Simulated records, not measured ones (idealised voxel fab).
Process module name: voxel ribs on slabs
Square cells of 5 nm make up the cross-section cut, whose width is 220 nm.
Bands, listed from the top down, are how a cross-section gets written in this document; the cross-section itself is a grid of square cells, and a band is one or more rows of them. Quick guide to a band line: top height, bottom height (nm) up front; then every material left to right with its width in nm. Only one material and it's marked "all across"? Then it fills the band edge to edge. And "air" just means empty space. Where do heights start? At 0: under that level the wafer as delivered is made of one material only. And the lowest band has no floor; it just carries on downward, as in "0 nm and below". Think of "30->40" as a width that walks from the first number to the second as you go down the band, top row to bottom row, taking equal-sized steps from row to row. A step reported as "nothing different" is a step in which no cell of the cross-section changed. The list in "Voids, sealed" covers empty spaces of 8 cells or more that cannot reach the top through any open way, and it gives each as width x height at distance; the distance is from the left edge, and width, height and distance are in nm. If you see something after the settings on a step's line, that's the simulator's own remark about that step. For masked steps, "overlay nm" on the step line gives how far right of plan the mask actually lay; a minus sign means it lay to the left. For the reader: what remains of this document is a series of pairs, each showing a cross-section before one process step and a cross-section after that step which reaches down only to the lowest band that changed, with the step between them and its settings set out under the pair. It should not be assumed that a pair continues from the pair above it; the pairs can come from different runs of this module on the same starting wafer, and such continuity exists only where the entry headed "Geometry before processing" says so.
Geometry before processing
> 45 nm to 40 nm | air 85  SiN 15  air 15  SiN 15  air 90
> 40 nm to 25 nm | SiN 100  air 15  SiN 105
> 25 nm to 20 nm | SiN all across
> 20 nm to 0 nm | SiO2 all across
> 0 nm and below | Si all across
> Voids, sealed: none
As Processed
> 70 nm to 45 nm | SiO2 all across
> 45 nm to 40 nm | SiO2 85  SiN 15  SiO2 15  SiN 15  SiO2 90
> 40 nm to 25 nm | SiN 100  SiO2 15  SiN 105
> Below 25, no change.
> Voids, sealed: none
To go from the before cross-section above to the after cross-section, apply FILL_DEP | material SiO2 | thk nm 25
Geometry before processing: nothing new to draw here, it's the after view of the pair just above.
As Processed
> 60 nm to 45 nm | SiO2 all across
> Below 45, no change.
> Voids, sealed: none
To go from the before cross-section above to the after cross-section, apply CMP | height nm 60
Geometry before processing: nothing new to draw here, it's the after view of the pair just above.
As Processed
> 65 nm to 60 nm | TiN all across
> Below 60, no change.
> Voids, sealed: none
To go from the before cross-section above to the after cross-section, apply DIRECTIONAL_DEP | material TiN | thk nm 5
Geometry before processing: nothing new to draw here, it's the after view of the pair just above.
As Processed
> 65 nm to 60 nm | air 95  TiN 25  air 100
> Below 60, no change.
> Voids, sealed: none
To go from the before cross-section above to the after cross-section, apply MASKED_ETCH | tone cover | mask id HEATER | width nm 25 | etch materials TiN | depth nm 5 | overlay nm 0
Geometry before processing: nothing new to draw here, it's the after view of the pair just above.
As Processed
> 75 nm to 70 nm | air 85  SiO2 45  air 90
> 70 nm to 65 nm | SiO2 all across
> 65 nm to 60 nm | SiO2 95  TiN 25  SiO2 100
> Below 60, no change.
> Voids, sealed: none
To go from the before cross-section above to the after cross-section, apply CONFORMAL_DEP | material SiO2 | thk nm 10
